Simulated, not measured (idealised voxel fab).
process module | voxel wiring stack
cross-section cut | 205 nm wide | cells 5 nm
A cross-section is a grid of square cells, given in bands from the top down. A band is one or more rows of cells.
Each band's line starts with the height of the band's top and of its bottom, in nm. Then come its materials from left to right, each with its width in nm. One material with "throughout" fills the band from edge to edge. "air" is empty space.
Height 0 is the level under which the wafer as received is all one material. The lowest band goes on downwards, as in "0 down".
A width such as "30 to 40" changes by the same amount from each row of cells to the next, from the band's top row to its bottom row.
"no change" after a step means that no cell of the cross-section changed.
closed voids: empty space of 8 cells or more with no open way to the top, each as width x height at its distance from the left edge, in nm
after a step's settings: what the simulator itself notes on the step
overlay nm, on a step with a mask: how far to the right of its planned place the mask lay; to the left if negative
plan
1 op RECEIVE | material Si
2 op CONFORMAL_DEP | material SiO2 | thk nm 15
3 op DIRECTIONAL_DEP | material TiN | thk nm 5
4 op DIRECTIONAL_DEP | material W | thk nm 20
5 op DIRECTIONAL_DEP | material aC | thk nm 10
6 op PATTERN | tone cover | mask id METAL_1 | material resist | width nm 20 | pitch nm 35 | thk nm 30 | overlay nm 0
7 op DIRECTIONAL_ETCH | etch materials aC | depth nm 10
8 op STRIP | etch materials resist
9 op DIRECTIONAL_ETCH | etch materials W | depth nm 20
10 op DIRECTIONAL_ETCH | etch materials TiN | depth nm 5
11 op STRIP | etch materials aC
12 op CONFORMAL_DEP | material SiN | thk nm 5
13 op FILL_DEP | material SiO2 | thk nm 5
14 op CMP | height nm 40
15 op CONFORMAL_DEP | material SiCN | thk nm 5
16 op DIRECTIONAL_DEP | material lowk | thk nm 30
17 op MASKED_ETCH | tone open | mask id METAL_2_HOLES | width nm 15 | pitch nm 70 | etch materials lowk | depth nm 30 | overlay nm 0
18 op PATTERN | tone open | mask id METAL_2 | material resist | width nm 20 | pitch nm 35 | thk nm 20 | overlay nm 0
19 op DIRECTIONAL_ETCH | etch materials lowk | depth nm 15
20 op DIRECTIONAL_ETCH | etch materials SiCN | depth nm 5
21 op STRIP | etch materials resist
22 op CONFORMAL_DEP | material TiN | thk nm 5
23 op FILL_DEP | material Ru | thk nm 5
24 op CMP | height nm 75
25 op CONFORMAL_DEP | material SiCN | thk nm 5
26 op DIRECTIONAL_DEP | material SiO2 | thk nm 35
27 op DIRECTIONAL_DEP | material aC | thk nm 15
28 op PATTERN | tone open | mask id METAL_3 | material resist | width nm 20 | pitch nm 35 | thk nm 30 | overlay nm 0
29 op DIRECTIONAL_ETCH | etch materials aC | depth nm 15
30 op STRIP | etch materials resist
31 op DIRECTIONAL_ETCH | etch materials SiO2 | depth nm 20
32 op STRIP | etch materials aC
33 op MASKED_ETCH | tone open | mask id METAL_3_HOLES | width nm 15 | pitch nm 70 | etch materials SiO2 | depth nm 15 | overlay nm 0
34 op MASKED_ETCH | tone open | mask id METAL_3_HOLES | width nm 15 | pitch nm 70 | etch materials SiCN | depth nm 5 | overlay nm 0
35 op CONFORMAL_DEP | material TiN | thk nm 5
36 op FILL_DEP | material Ru | thk nm 5
37 op CMP | height nm 115
38 op CONFORMAL_DEP | material SiCN | thk nm 5
39 op DIRECTIONAL_DEP | material SiO2 | thk nm 35
40 op DIRECTIONAL_DEP | material aC | thk nm 10
41 op PATTERN | tone open | mask id METAL_4 | material resist | width nm 20 | pitch nm 35 | thk nm 25 | overlay nm 0
42 op DIRECTIONAL_ETCH | etch materials aC | depth nm 10
43 op STRIP | etch materials resist
44 op DIRECTIONAL_ETCH | etch materials SiO2 | depth nm 20
45 op STRIP | etch materials aC
46 op PATTERN | tone open | mask id METAL_4_HOLES | material resist | width nm 15 | pitch nm 70 | thk nm 20 | overlay nm 0
47 op DIRECTIONAL_ETCH | etch materials SiO2 | depth nm 15
48 op DIRECTIONAL_ETCH | etch materials SiCN | depth nm 5
49 op STRIP | etch materials resist
50 op CONFORMAL_DEP | material TiN | thk nm 5
51 op FILL_DEP | material Cu | thk nm 10
52 op CMP | height nm 155
53 op CONFORMAL_DEP | material SiCN | thk nm 5
first wafer, as planned
as received, after step 1
  0 down: Si throughout
  closed voids: none
after step 2
  15 to 0: SiO2 throughout
  below 0: unchanged
after step 3
  20 to 15: TiN throughout
  below 15: unchanged
after step 4
  40 to 20: W throughout
  below 20: unchanged
after step 5
  50 to 40: aC throughout
  below 40: unchanged
after step 6
  80 to 50: air 40 | resist 20 | air 15 | resist 20 | air 15 | resist 20 | air 15 | resist 20 | air 40
  below 50: unchanged
after step 7
  70 to 50: air 40 | resist 20 | air 15 | resist 20 | air 15 | resist 20 | air 15 | resist 20 | air 40
  50 to 40: air 40 | aC 20 | air 15 | aC 20 | air 15 | aC 20 | air 15 | aC 20 | air 40
  below 40: unchanged
after step 8
  50 to 40: air 40 | aC 20 | air 15 | aC 20 | air 15 | aC 20 | air 15 | aC 20 | air 40
  below 40: unchanged
after step 9
  50 to 40: air 40 | aC 20 | air 15 | aC 20 | air 15 | aC 20 | air 15 | aC 20 | air 40
  40 to 20: air 40 | W 20 | air 15 | W 20 | air 15 | W 20 | air 15 | W 20 | air 40
  below 20: unchanged
after step 10
  50 to 40: air 40 | aC 20 | air 15 | aC 20 | air 15 | aC 20 | air 15 | aC 20 | air 40
  40 to 20: air 40 | W 20 | air 15 | W 20 | air 15 | W 20 | air 15 | W 20 | air 40
  20 to 15: air 40 | TiN 20 | air 15 | TiN 20 | air 15 | TiN 20 | air 15 | TiN 20 | air 40
  below 15: unchanged
after step 11
  40 to 20: air 40 | W 20 | air 15 | W 20 | air 15 | W 20 | air 15 | W 20 | air 40
  below 20: unchanged
after step 12
  45 to 40: air 35 | SiN 30 | air 5 | SiN 30 | air 5 | SiN 30 | air 5 | SiN 30 | air 35
  40 to 20: air 35 | SiN 5 | W 20 | SiN 5 | air 5 | SiN 5 | W 20 | SiN 5 | air 5 | SiN 5 | W 20 | SiN 5 | air 5 | SiN 5 | W 20 | SiN 5 | air 35
  20 to 15: SiN 40 | TiN 20 | SiN 15 | TiN 20 | SiN 15 | TiN 20 | SiN 15 | TiN 20 | SiN 40
  below 15: unchanged
after step 13
  50 to 45: SiO2 throughout
  45 to 40: SiO2 35 | SiN 30 | SiO2 5 | SiN 30 | SiO2 5 | SiN 30 | SiO2 5 | SiN 30 | SiO2 35
  40 to 20: SiO2 35 | SiN 5 | W 20 | SiN 5 | SiO2 5 | SiN 5 | W 20 | SiN 5 | SiO2 5 | SiN 5 | W 20 | SiN 5 | SiO2 5 | SiN 5 | W 20 | SiN 5 | SiO2 35
  below 20: unchanged
after step 14
  40 to 20: SiO2 35 | SiN 5 | W 20 | SiN 5 | SiO2 5 | SiN 5 | W 20 | SiN 5 | SiO2 5 | SiN 5 | W 20 | SiN 5 | SiO2 5 | SiN 5 | W 20 | SiN 5 | SiO2 35
  below 20: unchanged
after step 15
  45 to 40: SiCN throughout
  below 40: unchanged
after step 16
  75 to 45: lowk throughout
  below 45: unchanged
after step 17
  75 to 45: lowk 40 | air 15 | lowk 55 | air 15 | lowk 80
  below 45: unchanged
after step 18
  95 to 75: resist 40 | air 20 | resist 15 | air 20 | resist 15 | air 20 | resist 15 | air 20 | resist 40
  below 75: unchanged
after step 19
  95 to 75: resist 40 | air 20 | resist 15 | air 20 | resist 15 | air 20 | resist 15 | air 20 | resist 40
  75 to 60: lowk 40 | air 20 | lowk 15 | air 20 | lowk 15 | air 20 | lowk 15 | air 20 | lowk 40
  below 60: unchanged
after step 20
  95 to 75: resist 40 | air 20 | resist 15 | air 20 | resist 15 | air 20 | resist 15 | air 20 | resist 40
  75 to 60: lowk 40 | air 20 | lowk 15 | air 20 | lowk 15 | air 20 | lowk 15 | air 20 | lowk 40
  60 to 45: lowk 40 | air 15 | lowk 55 | air 15 | lowk 80
  45 to 40: SiCN 40 | air 15 | SiCN 55 | air 15 | SiCN 80
  below 40: unchanged
after step 21
  75 to 60: lowk 40 | air 20 | lowk 15 | air 20 | lowk 15 | air 20 | lowk 15 | air 20 | lowk 40
  below 60: unchanged
after step 22
  80 to 75: TiN 45 | air 10 | TiN 25 | air 10 | TiN 25 | air 10 | TiN 25 | air 10 | TiN 45
  75 to 65: lowk 40 | TiN 5 | air 10 | TiN 5 | lowk 15 | TiN 5 | air 10 | TiN 5 | lowk 15 | TiN 5 | air 10 | TiN 5 | lowk 15 | TiN 5 | air 10 | TiN 5 | lowk 40
  65 to 60: lowk 40 | TiN 5 | air 5 | TiN 10 | lowk 15 | TiN 20 | lowk 15 | TiN 5 | air 5 | TiN 10 | lowk 15 | TiN 20 | lowk 40
  60 to 45: lowk 40 | TiN 5 | air 5 | TiN 5 | lowk 55 | TiN 5 | air 5 | TiN 5 | lowk 80
  45 to 40: SiCN 40 | TiN 15 | SiCN 55 | TiN 15 | SiCN 80
  below 40: unchanged
after step 23
  85 to 80: Ru throughout
  80 to 75: TiN 45 | Ru 10 | TiN 25 | Ru 10 | TiN 25 | Ru 10 | TiN 25 | Ru 10 | TiN 45
  75 to 65: lowk 40 | TiN 5 | Ru 10 | TiN 5 | lowk 15 | TiN 5 | Ru 10 | TiN 5 | lowk 15 | TiN 5 | Ru 10 | TiN 5 | lowk 15 | TiN 5 | Ru 10 | TiN 5 | lowk 40
  65 to 60: lowk 40 | TiN 5 | Ru 5 | TiN 10 | lowk 15 | TiN 20 | lowk 15 | TiN 5 | Ru 5 | TiN 10 | lowk 15 | TiN 20 | lowk 40
  60 to 45: lowk 40 | TiN 5 | Ru 5 | TiN 5 | lowk 55 | TiN 5 | Ru 5 | TiN 5 | lowk 80
  below 45: unchanged
after step 24
  75 to 65: lowk 40 | TiN 5 | Ru 10 | TiN 5 | lowk 15 | TiN 5 | Ru 10 | TiN 5 | lowk 15 | TiN 5 | Ru 10 | TiN 5 | lowk 15 | TiN 5 | Ru 10 | TiN 5 | lowk 40
  below 65: unchanged
after step 25
  80 to 75: SiCN throughout
  below 75: unchanged
after step 26
  115 to 80: SiO2 throughout
  below 80: unchanged
after step 27
  130 to 115: aC throughout
  below 115: unchanged
after step 28
  160 to 130: resist 40 | air 20 | resist 15 | air 20 | resist 15 | air 20 | resist 15 | air 20 | resist 40
  below 130: unchanged
after step 29
  145 to 130: resist 40 | air 20 | resist 15 | air 20 | resist 15 | air 20 | resist 15 | air 20 | resist 40
  130 to 115: aC 40 | air 20 | aC 15 | air 20 | aC 15 | air 20 | aC 15 | air 20 | aC 40
  below 115: unchanged
after step 30
  130 to 115: aC 40 | air 20 | aC 15 | air 20 | aC 15 | air 20 | aC 15 | air 20 | aC 40
  below 115: unchanged
after step 31
  130 to 115: aC 40 | air 20 | aC 15 | air 20 | aC 15 | air 20 | aC 15 | air 20 | aC 40
  115 to 95: SiO2 40 | air 20 | SiO2 15 | air 20 | SiO2 15 | air 20 | SiO2 15 | air 20 | SiO2 40
  below 95: unchanged
after step 32
  115 to 95: SiO2 40 | air 20 | SiO2 15 | air 20 | SiO2 15 | air 20 | SiO2 15 | air 20 | SiO2 40
  below 95: unchanged
after step 33
  115 to 95: SiO2 40 | air 20 | SiO2 15 | air 20 | SiO2 15 | air 20 | SiO2 15 | air 20 | SiO2 40
  95 to 80: SiO2 40 | air 15 | SiO2 55 | air 15 | SiO2 80
  below 80: unchanged
after step 34
  115 to 95: SiO2 40 | air 20 | SiO2 15 | air 20 | SiO2 15 | air 20 | SiO2 15 | air 20 | SiO2 40
  95 to 80: SiO2 40 | air 15 | SiO2 55 | air 15 | SiO2 80
  80 to 75: SiCN 40 | air 15 | SiCN 55 | air 15 | SiCN 80
  below 75: unchanged
after step 35
  120 to 115: TiN 45 | air 10 | TiN 25 | air 10 | TiN 25 | air 10 | TiN 25 | air 10 | TiN 45
  115 to 100: SiO2 40 | TiN 5 | air 10 | TiN 5 | SiO2 15 | TiN 5 | air 10 | TiN 5 | SiO2 15 | TiN 5 | air 10 | TiN 5 | SiO2 15 | TiN 5 | air 10 | TiN 5 | SiO2 40
  100 to 95: SiO2 40 | TiN 5 | air 5 | TiN 10 | SiO2 15 | TiN 20 | SiO2 15 | TiN 5 | air 5 | TiN 10 | SiO2 15 | TiN 20 | SiO2 40
  95 to 80: SiO2 40 | TiN 5 | air 5 | TiN 5 | SiO2 55 | TiN 5 | air 5 | TiN 5 | SiO2 80
  80 to 75: SiCN 40 | TiN 15 | SiCN 55 | TiN 15 | SiCN 80
  below 75: unchanged
after step 36
  125 to 120: Ru throughout
  120 to 115: TiN 45 | Ru 10 | TiN 25 | Ru 10 | TiN 25 | Ru 10 | TiN 25 | Ru 10 | TiN 45
  115 to 100: SiO2 40 | TiN 5 | Ru 10 | TiN 5 | SiO2 15 | TiN 5 | Ru 10 | TiN 5 | SiO2 15 | TiN 5 | Ru 10 | TiN 5 | SiO2 15 | TiN 5 | Ru 10 | TiN 5 | SiO2 40
  100 to 95: SiO2 40 | TiN 5 | Ru 5 | TiN 10 | SiO2 15 | TiN 20 | SiO2 15 | TiN 5 | Ru 5 | TiN 10 | SiO2 15 | TiN 20 | SiO2 40
  95 to 80: SiO2 40 | TiN 5 | Ru 5 | TiN 5 | SiO2 55 | TiN 5 | Ru 5 | TiN 5 | SiO2 80
  below 80: unchanged
after step 37
  115 to 100: SiO2 40 | TiN 5 | Ru 10 | TiN 5 | SiO2 15 | TiN 5 | Ru 10 | TiN 5 | SiO2 15 | TiN 5 | Ru 10 | TiN 5 | SiO2 15 | TiN 5 | Ru 10 | TiN 5 | SiO2 40
  below 100: unchanged
after step 38
  120 to 115: SiCN throughout
  below 115: unchanged
after step 39
  155 to 120: SiO2 throughout
  below 120: unchanged
after step 40
  165 to 155: aC throughout
  below 155: unchanged
after step 41
  190 to 165: resist 40 | air 20 | resist 15 | air 20 | resist 15 | air 20 | resist 15 | air 20 | resist 40
  below 165: unchanged
after step 42
  180 to 165: resist 40 | air 20 | resist 15 | air 20 | resist 15 | air 20 | resist 15 | air 20 | resist 40
  165 to 155: aC 40 | air 20 | aC 15 | air 20 | aC 15 | air 20 | aC 15 | air 20 | aC 40
  below 155: unchanged
after step 43
  165 to 155: aC 40 | air 20 | aC 15 | air 20 | aC 15 | air 20 | aC 15 | air 20 | aC 40
  below 155: unchanged
after step 44
  165 to 155: aC 40 | air 20 | aC 15 | air 20 | aC 15 | air 20 | aC 15 | air 20 | aC 40
  155 to 135: SiO2 40 | air 20 | SiO2 15 | air 20 | SiO2 15 | air 20 | SiO2 15 | air 20 | SiO2 40
  below 135: unchanged
after step 45
  155 to 135: SiO2 40 | air 20 | SiO2 15 | air 20 | SiO2 15 | air 20 | SiO2 15 | air 20 | SiO2 40
  below 135: unchanged
after step 46
  175 to 155: resist 40 | air 15 | resist 55 | air 15 | resist 80
  155 to 135: SiO2 40 | air 15 | resist 5 | SiO2 15 | resist 20 | SiO2 15 | air 15 | resist 5 | SiO2 15 | resist 20 | SiO2 40
  below 135: unchanged
after step 47
  175 to 155: resist 40 | air 15 | resist 55 | air 15 | resist 80
  155 to 135: SiO2 40 | air 15 | resist 5 | SiO2 15 | resist 20 | SiO2 15 | air 15 | resist 5 | SiO2 15 | resist 20 | SiO2 40
  135 to 120: SiO2 40 | air 15 | SiO2 55 | air 15 | SiO2 80
  below 120: unchanged
after step 48
  175 to 155: resist 40 | air 15 | resist 55 | air 15 | resist 80
  155 to 135: SiO2 40 | air 15 | resist 5 | SiO2 15 | resist 20 | SiO2 15 | air 15 | resist 5 | SiO2 15 | resist 20 | SiO2 40
  135 to 120: SiO2 40 | air 15 | SiO2 55 | air 15 | SiO2 80
  120 to 115: SiCN 40 | air 15 | SiCN 55 | air 15 | SiCN 80
  below 115: unchanged
after step 49
  155 to 135: SiO2 40 | air 20 | SiO2 15 | air 20 | SiO2 15 | air 20 | SiO2 15 | air 20 | SiO2 40
  below 135: unchanged
after step 50
  160 to 155: TiN 45 | air 10 | TiN 25 | air 10 | TiN 25 | air 10 | TiN 25 | air 10 | TiN 45
  155 to 140: SiO2 40 | TiN 5 | air 10 | TiN 5 | SiO2 15 | TiN 5 | air 10 | TiN 5 | SiO2 15 | TiN 5 | air 10 | TiN 5 | SiO2 15 | TiN 5 | air 10 | TiN 5 | SiO2 40
  140 to 135: SiO2 40 | TiN 5 | air 5 | TiN 10 | SiO2 15 | TiN 20 | SiO2 15 | TiN 5 | air 5 | TiN 10 | SiO2 15 | TiN 20 | SiO2 40
  135 to 120: SiO2 40 | TiN 5 | air 5 | TiN 5 | SiO2 55 | TiN 5 | air 5 | TiN 5 | SiO2 80
  120 to 115: SiCN 40 | TiN 15 | SiCN 55 | TiN 15 | SiCN 80
  below 115: unchanged
after step 51
  170 to 160: Cu throughout
  160 to 155: TiN 45 | Cu 10 | TiN 25 | Cu 10 | TiN 25 | Cu 10 | TiN 25 | Cu 10 | TiN 45
  155 to 140: SiO2 40 | TiN 5 | Cu 10 | TiN 5 | SiO2 15 | TiN 5 | Cu 10 | TiN 5 | SiO2 15 | TiN 5 | Cu 10 | TiN 5 | SiO2 15 | TiN 5 | Cu 10 | TiN 5 | SiO2 40
  140 to 135: SiO2 40 | TiN 5 | Cu 5 | TiN 10 | SiO2 15 | TiN 20 | SiO2 15 | TiN 5 | Cu 5 | TiN 10 | SiO2 15 | TiN 20 | SiO2 40
  135 to 120: SiO2 40 | TiN 5 | Cu 5 | TiN 5 | SiO2 55 | TiN 5 | Cu 5 | TiN 5 | SiO2 80
  below 120: unchanged
after step 52
  155 to 140: SiO2 40 | TiN 5 | Cu 10 | TiN 5 | SiO2 15 | TiN 5 | Cu 10 | TiN 5 | SiO2 15 | TiN 5 | Cu 10 | TiN 5 | SiO2 15 | TiN 5 | Cu 10 | TiN 5 | SiO2 40
  below 140: unchanged
after step 53
  160 to 155: SiCN throughout
  below 155: unchanged
second wafer: like start, like plan, one mistake. Through step 18 it matches the first wafer
when step 19 should have ended
  95 to 75: resist 40 | air 20 | resist 15 | air 20 | resist 15 | air 20 | resist 15 | air 20 | resist 40
  75 to 55: lowk 40 | air 20 | lowk 15 | air 20 | lowk 15 | air 20 | lowk 15 | air 20 | lowk 40
  below 55: unchanged
when step 20 should have ended
  95 to 75: resist 40 | air 20 | resist 15 | air 20 | resist 15 | air 20 | resist 15 | air 20 | resist 40
  75 to 55: lowk 40 | air 20 | lowk 15 | air 20 | lowk 15 | air 20 | lowk 15 | air 20 | lowk 40
  55 to 45: lowk 40 | air 15 | lowk 55 | air 15 | lowk 80
  45 to 40: SiCN 40 | air 15 | SiCN 55 | air 15 | SiCN 80
  below 40: unchanged
when step 21 should have ended
  75 to 55: lowk 40 | air 20 | lowk 15 | air 20 | lowk 15 | air 20 | lowk 15 | air 20 | lowk 40
  below 55: unchanged
when step 22 should have ended
  80 to 75: TiN 45 | air 10 | TiN 25 | air 10 | TiN 25 | air 10 | TiN 25 | air 10 | TiN 45
  75 to 60: lowk 40 | TiN 5 | air 10 | TiN 5 | lowk 15 | TiN 5 | air 10 | TiN 5 | lowk 15 | TiN 5 | air 10 | TiN 5 | lowk 15 | TiN 5 | air 10 | TiN 5 | lowk 40
  60 to 55: lowk 40 | TiN 5 | air 5 | TiN 10 | lowk 15 | TiN 20 | lowk 15 | TiN 5 | air 5 | TiN 10 | lowk 15 | TiN 20 | lowk 40
  55 to 45: lowk 40 | TiN 5 | air 5 | TiN 5 | lowk 55 | TiN 5 | air 5 | TiN 5 | lowk 80
  45 to 40: SiCN 40 | TiN 15 | SiCN 55 | TiN 15 | SiCN 80
  below 40: unchanged
when step 23 should have ended
  85 to 80: Ru throughout
  80 to 75: TiN 45 | Ru 10 | TiN 25 | Ru 10 | TiN 25 | Ru 10 | TiN 25 | Ru 10 | TiN 45
  75 to 60: lowk 40 | TiN 5 | Ru 10 | TiN 5 | lowk 15 | TiN 5 | Ru 10 | TiN 5 | lowk 15 | TiN 5 | Ru 10 | TiN 5 | lowk 15 | TiN 5 | Ru 10 | TiN 5 | lowk 40
  60 to 55: lowk 40 | TiN 5 | Ru 5 | TiN 10 | lowk 15 | TiN 20 | lowk 15 | TiN 5 | Ru 5 | TiN 10 | lowk 15 | TiN 20 | lowk 40
  55 to 45: lowk 40 | TiN 5 | Ru 5 | TiN 5 | lowk 55 | TiN 5 | Ru 5 | TiN 5 | lowk 80
  below 45: unchanged
when step 24 should have ended
  75 to 60: lowk 40 | TiN 5 | Ru 10 | TiN 5 | lowk 15 | TiN 5 | Ru 10 | TiN 5 | lowk 15 | TiN 5 | Ru 10 | TiN 5 | lowk 15 | TiN 5 | Ru 10 | TiN 5 | lowk 40
  below 60: unchanged
when step 25 should have ended
  80 to 75: SiCN throughout
  below 75: unchanged
when step 26 should have ended
  115 to 80: SiO2 throughout
  below 80: unchanged
when step 27 should have ended
  130 to 115: aC throughout
  below 115: unchanged
when step 28 should have ended
  160 to 130: resist 40 | air 20 | resist 15 | air 20 | resist 15 | air 20 | resist 15 | air 20 | resist 40
  below 130: unchanged
when step 29 should have ended
  145 to 130: resist 40 | air 20 | resist 15 | air 20 | resist 15 | air 20 | resist 15 | air 20 | resist 40
  130 to 115: aC 40 | air 20 | aC 15 | air 20 | aC 15 | air 20 | aC 15 | air 20 | aC 40
  below 115: unchanged
when step 30 should have ended
  130 to 115: aC 40 | air 20 | aC 15 | air 20 | aC 15 | air 20 | aC 15 | air 20 | aC 40
  below 115: unchanged
when step 31 should have ended
  130 to 115: aC 40 | air 20 | aC 15 | air 20 | aC 15 | air 20 | aC 15 | air 20 | aC 40
  115 to 95: SiO2 40 | air 20 | SiO2 15 | air 20 | SiO2 15 | air 20 | SiO2 15 | air 20 | SiO2 40
  below 95: unchanged
when step 32 should have ended
  115 to 95: SiO2 40 | air 20 | SiO2 15 | air 20 | SiO2 15 | air 20 | SiO2 15 | air 20 | SiO2 40
  below 95: unchanged
when step 33 should have ended
  115 to 95: SiO2 40 | air 20 | SiO2 15 | air 20 | SiO2 15 | air 20 | SiO2 15 | air 20 | SiO2 40
  95 to 80: SiO2 40 | air 15 | SiO2 55 | air 15 | SiO2 80
  below 80: unchanged
when step 34 should have ended
  115 to 95: SiO2 40 | air 20 | SiO2 15 | air 20 | SiO2 15 | air 20 | SiO2 15 | air 20 | SiO2 40
  95 to 80: SiO2 40 | air 15 | SiO2 55 | air 15 | SiO2 80
  80 to 75: SiCN 40 | air 15 | SiCN 55 | air 15 | SiCN 80
  below 75: unchanged
when step 35 should have ended
  120 to 115: TiN 45 | air 10 | TiN 25 | air 10 | TiN 25 | air 10 | TiN 25 | air 10 | TiN 45
  115 to 100: SiO2 40 | TiN 5 | air 10 | TiN 5 | SiO2 15 | TiN 5 | air 10 | TiN 5 | SiO2 15 | TiN 5 | air 10 | TiN 5 | SiO2 15 | TiN 5 | air 10 | TiN 5 | SiO2 40
  100 to 95: SiO2 40 | TiN 5 | air 5 | TiN 10 | SiO2 15 | TiN 20 | SiO2 15 | TiN 5 | air 5 | TiN 10 | SiO2 15 | TiN 20 | SiO2 40
  95 to 80: SiO2 40 | TiN 5 | air 5 | TiN 5 | SiO2 55 | TiN 5 | air 5 | TiN 5 | SiO2 80
  80 to 75: SiCN 40 | TiN 15 | SiCN 55 | TiN 15 | SiCN 80
  below 75: unchanged
when step 36 should have ended
  125 to 120: Ru throughout
  120 to 115: TiN 45 | Ru 10 | TiN 25 | Ru 10 | TiN 25 | Ru 10 | TiN 25 | Ru 10 | TiN 45
  115 to 100: SiO2 40 | TiN 5 | Ru 10 | TiN 5 | SiO2 15 | TiN 5 | Ru 10 | TiN 5 | SiO2 15 | TiN 5 | Ru 10 | TiN 5 | SiO2 15 | TiN 5 | Ru 10 | TiN 5 | SiO2 40
  100 to 95: SiO2 40 | TiN 5 | Ru 5 | TiN 10 | SiO2 15 | TiN 20 | SiO2 15 | TiN 5 | Ru 5 | TiN 10 | SiO2 15 | TiN 20 | SiO2 40
  95 to 80: SiO2 40 | TiN 5 | Ru 5 | TiN 5 | SiO2 55 | TiN 5 | Ru 5 | TiN 5 | SiO2 80
  below 80: unchanged
when step 37 should have ended
  115 to 100: SiO2 40 | TiN 5 | Ru 10 | TiN 5 | SiO2 15 | TiN 5 | Ru 10 | TiN 5 | SiO2 15 | TiN 5 | Ru 10 | TiN 5 | SiO2 15 | TiN 5 | Ru 10 | TiN 5 | SiO2 40
  below 100: unchanged
when step 38 should have ended
  120 to 115: SiCN throughout
  below 115: unchanged
when step 39 should have ended
  155 to 120: SiO2 throughout
  below 120: unchanged
when step 40 should have ended
  165 to 155: aC throughout
  below 155: unchanged
when step 41 should have ended
  190 to 165: resist 40 | air 20 | resist 15 | air 20 | resist 15 | air 20 | resist 15 | air 20 | resist 40
  below 165: unchanged
when step 42 should have ended
  180 to 165: resist 40 | air 20 | resist 15 | air 20 | resist 15 | air 20 | resist 15 | air 20 | resist 40
  165 to 155: aC 40 | air 20 | aC 15 | air 20 | aC 15 | air 20 | aC 15 | air 20 | aC 40
  below 155: unchanged
when step 43 should have ended
  165 to 155: aC 40 | air 20 | aC 15 | air 20 | aC 15 | air 20 | aC 15 | air 20 | aC 40
  below 155: unchanged
when step 44 should have ended
  165 to 155: aC 40 | air 20 | aC 15 | air 20 | aC 15 | air 20 | aC 15 | air 20 | aC 40
  155 to 135: SiO2 40 | air 20 | SiO2 15 | air 20 | SiO2 15 | air 20 | SiO2 15 | air 20 | SiO2 40
  below 135: unchanged
when step 45 should have ended
  155 to 135: SiO2 40 | air 20 | SiO2 15 | air 20 | SiO2 15 | air 20 | SiO2 15 | air 20 | SiO2 40
  below 135: unchanged
when step 46 should have ended
  175 to 155: resist 40 | air 15 | resist 55 | air 15 | resist 80
  155 to 135: SiO2 40 | air 15 | resist 5 | SiO2 15 | resist 20 | SiO2 15 | air 15 | resist 5 | SiO2 15 | resist 20 | SiO2 40
  below 135: unchanged
when step 47 should have ended
  175 to 155: resist 40 | air 15 | resist 55 | air 15 | resist 80
  155 to 135: SiO2 40 | air 15 | resist 5 | SiO2 15 | resist 20 | SiO2 15 | air 15 | resist 5 | SiO2 15 | resist 20 | SiO2 40
  135 to 120: SiO2 40 | air 15 | SiO2 55 | air 15 | SiO2 80
  below 120: unchanged
when step 48 should have ended
  175 to 155: resist 40 | air 15 | resist 55 | air 15 | resist 80
  155 to 135: SiO2 40 | air 15 | resist 5 | SiO2 15 | resist 20 | SiO2 15 | air 15 | resist 5 | SiO2 15 | resist 20 | SiO2 40
  135 to 120: SiO2 40 | air 15 | SiO2 55 | air 15 | SiO2 80
  120 to 115: SiCN 40 | air 15 | SiCN 55 | air 15 | SiCN 80
  below 115: unchanged
when step 49 should have ended
  155 to 135: SiO2 40 | air 20 | SiO2 15 | air 20 | SiO2 15 | air 20 | SiO2 15 | air 20 | SiO2 40
  below 135: unchanged
when step 50 should have ended
  160 to 155: TiN 45 | air 10 | TiN 25 | air 10 | TiN 25 | air 10 | TiN 25 | air 10 | TiN 45
  155 to 140: SiO2 40 | TiN 5 | air 10 | TiN 5 | SiO2 15 | TiN 5 | air 10 | TiN 5 | SiO2 15 | TiN 5 | air 10 | TiN 5 | SiO2 15 | TiN 5 | air 10 | TiN 5 | SiO2 40
  140 to 135: SiO2 40 | TiN 5 | air 5 | TiN 10 | SiO2 15 | TiN 20 | SiO2 15 | TiN 5 | air 5 | TiN 10 | SiO2 15 | TiN 20 | SiO2 40
  135 to 120: SiO2 40 | TiN 5 | air 5 | TiN 5 | SiO2 55 | TiN 5 | air 5 | TiN 5 | SiO2 80
  120 to 115: SiCN 40 | TiN 15 | SiCN 55 | TiN 15 | SiCN 80
  below 115: unchanged
when step 51 should have ended
  170 to 160: Cu throughout
  160 to 155: TiN 45 | Cu 10 | TiN 25 | Cu 10 | TiN 25 | Cu 10 | TiN 25 | Cu 10 | TiN 45
  155 to 140: SiO2 40 | TiN 5 | Cu 10 | TiN 5 | SiO2 15 | TiN 5 | Cu 10 | TiN 5 | SiO2 15 | TiN 5 | Cu 10 | TiN 5 | SiO2 15 | TiN 5 | Cu 10 | TiN 5 | SiO2 40
  140 to 135: SiO2 40 | TiN 5 | Cu 5 | TiN 10 | SiO2 15 | TiN 20 | SiO2 15 | TiN 5 | Cu 5 | TiN 10 | SiO2 15 | TiN 20 | SiO2 40
  135 to 120: SiO2 40 | TiN 5 | Cu 5 | TiN 5 | SiO2 55 | TiN 5 | Cu 5 | TiN 5 | SiO2 80
  below 120: unchanged
when step 52 should have ended
  155 to 140: SiO2 40 | TiN 5 | Cu 10 | TiN 5 | SiO2 15 | TiN 5 | Cu 10 | TiN 5 | SiO2 15 | TiN 5 | Cu 10 | TiN 5 | SiO2 15 | TiN 5 | Cu 10 | TiN 5 | SiO2 40
  below 140: unchanged
when step 53 should have ended
  160 to 155: SiCN throughout
  below 155: unchanged
what went wrong: step 19 ran as: op DIRECTIONAL_ETCH | etch materials lowk | depth nm 20
at the end the second wafer has, in cells: 6 more of Ru | 4 more of TiN | 10 fewer of lowk
